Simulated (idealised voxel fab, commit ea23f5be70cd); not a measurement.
Herein follows the process module entitled voxel plated lines.
Square cells of 5 nm make up the cross-section cut, whose width is 175 nm.
Throughout this document, each cross-section is represented as a grid of square cells and is presented as a sequence of bands enumerated from the top downward, where a band comprises one or more rows of cells. For a band, the entry starts with two heights in nm, that of the top and then that of the bottom, and carries on with the band's materials in order from left to right, each alongside its width in nm; the word "all across" beside a single material means it fills the band edge to edge, and "empty" means empty space. Height reference: 0 = level under which incoming wafer is all one material. Lowest band: no bottom, runs on downward, e.g. "0..down". Width "30->40": first value at the band's top row of cells, second value at its bottom row, equal change from row to row. "everything unchanged" means the step left every cell of the cross-section as it was. Closed empty spaces (no open way to the top) of 8 cells or more are what "Cavities, closed" lists, each as width x height at distance from the left edge, nm for all three. That trailing text on a step's line, after the settings, is the simulator's own remark on the step. Among the settings permitted on a step's line is "overlay nm"; applied to a step with a mask, it specifies the extent to which the mask lay to the right of its planned position, whereas a negative figure signifies a position to the left.
**Intended process steps**
1 RECEIVE (material Si)
2 CONFORMAL_DEP (material SiO2; thk nm 5)
3 DIRECTIONAL_DEP (material TiN; thk nm 5)
4 PATTERN (tone open; mask id LINES; material resist; width nm 15; pitch nm 35; thk nm 20; overlay nm -10)
5 EPI (material Ru; thk nm 10)
6 STRIP (etch materials resist)
7 DIRECTIONAL_ETCH (etch materials TiN; depth nm 5)
8 CONFORMAL_DEP (material SiCN; thk nm 10)
Across this set of wafers, the varied parameter is the overlay nm of step 4. Starting conditions are identical for every wafer, and the plan reports the value assigned to the first wafer.
**The as-received cross-section of the first of several wafers corresponds to the state after step 1**
	0..down  Si all across
	Cavities, closed: none
**Module finished, last step 8 done: cross-section of the first of several wafers**
	30..20  empty: 5  SiCN: 140  empty: 30
	20..15  empty: 5  SiCN: 10  Ru: 15  SiCN: 20  Ru: 15  SiCN: 20  Ru: 15  SiCN: 20  Ru: 15  SiCN: 10  empty: 30
	15..10  SiCN: 15  Ru: 15  SiCN: 20  Ru: 15  SiCN: 20  Ru: 15  SiCN: 20  Ru: 15  SiCN: 40
	10..5  SiCN: 15  TiN: 15  SiCN: 20  TiN: 15  SiCN: 20  TiN: 15  SiCN: 20  TiN: 15  SiCN: 40
	5..0  SiO2 all across
	0..down  Si all across
	Cavities, closed: none
**So this is the cross-section on the last wafer at the end of the module**
	30..20  empty: 30  SiCN: 140  empty: 5
	20..15  empty: 30  SiCN: 10  Ru: 15  SiCN: 20  Ru: 15  SiCN: 20  Ru: 15  SiCN: 20  Ru: 15  SiCN: 10  empty: 5
	15..10  SiCN: 40  Ru: 15  SiCN: 20  Ru: 15  SiCN: 20  Ru: 15  SiCN: 20  Ru: 15  SiCN: 15
	10..5  SiCN: 40  TiN: 15  SiCN: 20  TiN: 15  SiCN: 20  TiN: 15  SiCN: 20  TiN: 15  SiCN: 15
	5..0  SiO2 all across
	0..down  Si all across
	Cavities, closed: none
**The table below has one row for each wafer; a row shows, as of the end of the module, how many cells of each material the wafer has gained, marked (+), or lost, marked (-), since it was received, and then the wafer's closed voids**
overlay nm -10; +24 Ru; +118 SiCN; +35 SiO2; +12 TiN; Cavities, closed: none
overlay nm -5; +24 Ru; +118 SiCN; +35 SiO2; +12 TiN; Cavities, closed: none
overlay nm 0; +24 Ru; +118 SiCN; +35 SiO2; +12 TiN; Cavities, closed: none
overlay nm 5; +24 Ru; +118 SiCN; +35 SiO2; +12 TiN; Cavities, closed: none
overlay nm 10; +24 Ru; +118 SiCN; +35 SiO2; +12 TiN; Cavities, closed: none
overlay nm 15; +24 Ru; +118 SiCN; +35 SiO2; +12 TiN; Cavities, closed: none
